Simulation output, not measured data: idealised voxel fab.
process module | voxel self aligned vias
cross-section cut | 245 nm wide | cells 5 nm
A cross-section is a grid of square cells, given in bands from the top down. A band is one or more rows of cells.
Each band's line starts with the height of the band's top and of its bottom, in nm. Then come its materials from left to right, each with its width in nm. One material with "throughout" fills the band from edge to edge. "air" is empty space.
Height 0 is the level under which the wafer as received is all one material. The lowest band goes on downwards, as in "0 down".
A width such as "30 to 40" changes by the same amount from each row of cells to the next, from the band's top row to its bottom row.
"no change" after a step means that no cell of the cross-section changed.
closed voids: empty space of 8 cells or more with no open way to the top, each as width x height at its distance from the left edge, in nm
after a step's settings: what the simulator itself notes on the step
overlay nm, on a step with a mask: how far to the right of its planned place the mask lay; to the left if negative
plan
1 op RECEIVE | material Si
2 op CONFORMAL_DEP | material SiO2 | thk nm 15
3 op CONFORMAL_DEP | material SiCN | thk nm 5
4 op DIRECTIONAL_DEP | material SiO2 | thk nm 20
5 op MASKED_ETCH | tone open | mask id LINES | width nm 25 | pitch nm 60 | etch materials SiO2 | depth nm 20 | overlay nm 0
6 op CONFORMAL_DEP | material TiN | thk nm 5
7 op FILL_DEP | material W | thk nm 10
8 op CMP | height nm 40
9 op SELECTIVE_ETCH | etch materials W Ru TiN | depth nm 10
10 op FILL_DEP | material SiN | thk nm 5
11 op CMP | height nm 40
12 op DIRECTIONAL_DEP | material SiO2 | thk nm 15
13 op MASKED_ETCH | tone open | mask id VIAS | width nm 45 | pitch nm 60 | etch materials SiO2 | depth nm 15 | overlay nm 0
14 op MASKED_ETCH | tone open | mask id VIAS | width nm 45 | pitch nm 60 | etch materials SiN | depth nm 10 | overlay nm 0
15 op CONFORMAL_DEP | material TiN | thk nm 5
16 op FILL_DEP | material Cu | thk nm 10
17 op CMP | height nm 55
18 op CONFORMAL_DEP | material SiCN | thk nm 5
first wafer, as planned
as received, after step 1
  0 down: Si throughout
  closed voids: none
after step 2
  15 to 0: SiO2 throughout
  below 0: unchanged
after step 3
  20 to 15: SiCN throughout
  below 15: unchanged
after step 4
  40 to 20: SiO2 throughout
  below 20: unchanged
after step 5
  40 to 20: SiO2 80 | air 25 | SiO2 35 | air 25 | SiO2 80
  below 20: unchanged
after step 6
  45 to 40: TiN 85 | air 15 | TiN 45 | air 15 | TiN 85
  40 to 25: SiO2 80 | TiN 5 | air 15 | TiN 5 | SiO2 35 | TiN 5 | air 15 | TiN 5 | SiO2 80
  25 to 20: SiO2 80 | TiN 25 | SiO2 35 | TiN 25 | SiO2 80
  below 20: unchanged
after step 7
  55 to 45: W throughout
  45 to 40: TiN 85 | W 15 | TiN 45 | W 15 | TiN 85
  40 to 25: SiO2 80 | TiN 5 | W 15 | TiN 5 | SiO2 35 | TiN 5 | W 15 | TiN 5 | SiO2 80
  below 25: unchanged
after step 8
  40 to 25: SiO2 80 | TiN 5 | W 15 | TiN 5 | SiO2 35 | TiN 5 | W 15 | TiN 5 | SiO2 80
  below 25: unchanged
after step 9
  40 to 30: SiO2 80 | air 25 | SiO2 35 | air 25 | SiO2 80
  below 30: unchanged
after step 10
  45 to 40: SiN throughout
  40 to 30: SiO2 80 | SiN 25 | SiO2 35 | SiN 25 | SiO2 80
  below 30: unchanged
after step 11
  40 to 30: SiO2 80 | SiN 25 | SiO2 35 | SiN 25 | SiO2 80
  below 30: unchanged
after step 12
  55 to 40: SiO2 throughout
  below 40: unchanged
after step 13
  55 to 40: SiO2 70 | air 45 | SiO2 15 | air 45 | SiO2 70
  below 40: unchanged
after step 14
  55 to 40: SiO2 70 | air 45 | SiO2 15 | air 45 | SiO2 70
  40 to 30: SiO2 80 | air 25 | SiO2 35 | air 25 | SiO2 80
  below 30: unchanged
after step 15
  60 to 55: TiN 75 | air 35 | TiN 25 | air 35 | TiN 75
  55 to 45: SiO2 70 | TiN 5 | air 35 | TiN 5 | SiO2 15 | TiN 5 | air 35 | TiN 5 | SiO2 70
  45 to 35: SiO2 70 to 80 | TiN 15 to 5 | air 15 | TiN 15 to 5 | SiO2 15 to 35 | TiN 15 to 5 | air 15 | TiN 15 to 5 | SiO2 70 to 80
  35 to 30: SiO2 80 | TiN 25 | SiO2 35 | TiN 25 | SiO2 80
  below 30: unchanged
after step 16
  70 to 60: Cu throughout
  60 to 55: TiN 75 | Cu 35 | TiN 25 | Cu 35 | TiN 75
  55 to 45: SiO2 70 | TiN 5 | Cu 35 | TiN 5 | SiO2 15 | TiN 5 | Cu 35 | TiN 5 | SiO2 70
  45 to 35: SiO2 70 to 80 | TiN 15 to 5 | Cu 15 | TiN 15 to 5 | SiO2 15 to 35 | TiN 15 to 5 | Cu 15 | TiN 15 to 5 | SiO2 70 to 80
  below 35: unchanged
after step 17
  55 to 45: SiO2 70 | TiN 5 | Cu 35 | TiN 5 | SiO2 15 | TiN 5 | Cu 35 | TiN 5 | SiO2 70
  below 45: unchanged
after step 18
  60 to 55: SiCN throughout
  below 55: unchanged
second wafer: like start, like plan, one mistake. Through step 2 it matches the first wafer
when step 3 should have ended
  20 to 15: W throughout
  below 15: unchanged
when step 4 should have ended
  40 to 20: SiO2 throughout
  below 20: unchanged
when step 5 should have ended
  40 to 20: SiO2 80 | air 25 | SiO2 35 | air 25 | SiO2 80
  below 20: unchanged
when step 6 should have ended
  45 to 40: TiN 85 | air 15 | TiN 45 | air 15 | TiN 85
  40 to 25: SiO2 80 | TiN 5 | air 15 | TiN 5 | SiO2 35 | TiN 5 | air 15 | TiN 5 | SiO2 80
  25 to 20: SiO2 80 | TiN 25 | SiO2 35 | TiN 25 | SiO2 80
  below 20: unchanged
when step 7 should have ended
  55 to 45: W throughout
  45 to 40: TiN 85 | W 15 | TiN 45 | W 15 | TiN 85
  40 to 25: SiO2 80 | TiN 5 | W 15 | TiN 5 | SiO2 35 | TiN 5 | W 15 | TiN 5 | SiO2 80
  below 25: unchanged
when step 8 should have ended
  40 to 25: SiO2 80 | TiN 5 | W 15 | TiN 5 | SiO2 35 | TiN 5 | W 15 | TiN 5 | SiO2 80
  below 25: unchanged
when step 9 should have ended
  40 to 30: SiO2 80 | air 25 | SiO2 35 | air 25 | SiO2 80
  below 30: unchanged
when step 10 should have ended
  45 to 40: SiN throughout
  40 to 30: SiO2 80 | SiN 25 | SiO2 35 | SiN 25 | SiO2 80
  below 30: unchanged
when step 11 should have ended
  40 to 30: SiO2 80 | SiN 25 | SiO2 35 | SiN 25 | SiO2 80
  below 30: unchanged
when step 12 should have ended
  55 to 40: SiO2 throughout
  below 40: unchanged
when step 13 should have ended
  55 to 40: SiO2 70 | air 45 | SiO2 15 | air 45 | SiO2 70
  below 40: unchanged
when step 14 should have ended
  55 to 40: SiO2 70 | air 45 | SiO2 15 | air 45 | SiO2 70
  40 to 30: SiO2 80 | air 25 | SiO2 35 | air 25 | SiO2 80
  below 30: unchanged
when step 15 should have ended
  60 to 55: TiN 75 | air 35 | TiN 25 | air 35 | TiN 75
  55 to 45: SiO2 70 | TiN 5 | air 35 | TiN 5 | SiO2 15 | TiN 5 | air 35 | TiN 5 | SiO2 70
  45 to 35: SiO2 70 to 80 | TiN 15 to 5 | air 15 | TiN 15 to 5 | SiO2 15 to 35 | TiN 15 to 5 | air 15 | TiN 15 to 5 | SiO2 70 to 80
  35 to 30: SiO2 80 | TiN 25 | SiO2 35 | TiN 25 | SiO2 80
  below 30: unchanged
when step 16 should have ended
  70 to 60: Cu throughout
  60 to 55: TiN 75 | Cu 35 | TiN 25 | Cu 35 | TiN 75
  55 to 45: SiO2 70 | TiN 5 | Cu 35 | TiN 5 | SiO2 15 | TiN 5 | Cu 35 | TiN 5 | SiO2 70
  45 to 35: SiO2 70 to 80 | TiN 15 to 5 | Cu 15 | TiN 15 to 5 | SiO2 15 to 35 | TiN 15 to 5 | Cu 15 | TiN 15 to 5 | SiO2 70 to 80
  below 35: unchanged
when step 17 should have ended
  55 to 45: SiO2 70 | TiN 5 | Cu 35 | TiN 5 | SiO2 15 | TiN 5 | Cu 35 | TiN 5 | SiO2 70
  below 45: unchanged
when step 18 should have ended
  60 to 55: SiCN throughout
  below 55: unchanged
what went wrong: step 3 ran as: op CONFORMAL_DEP | material W | thk nm 5
at the end the second wafer has, in cells: 49 fewer of SiCN | 49 more of W
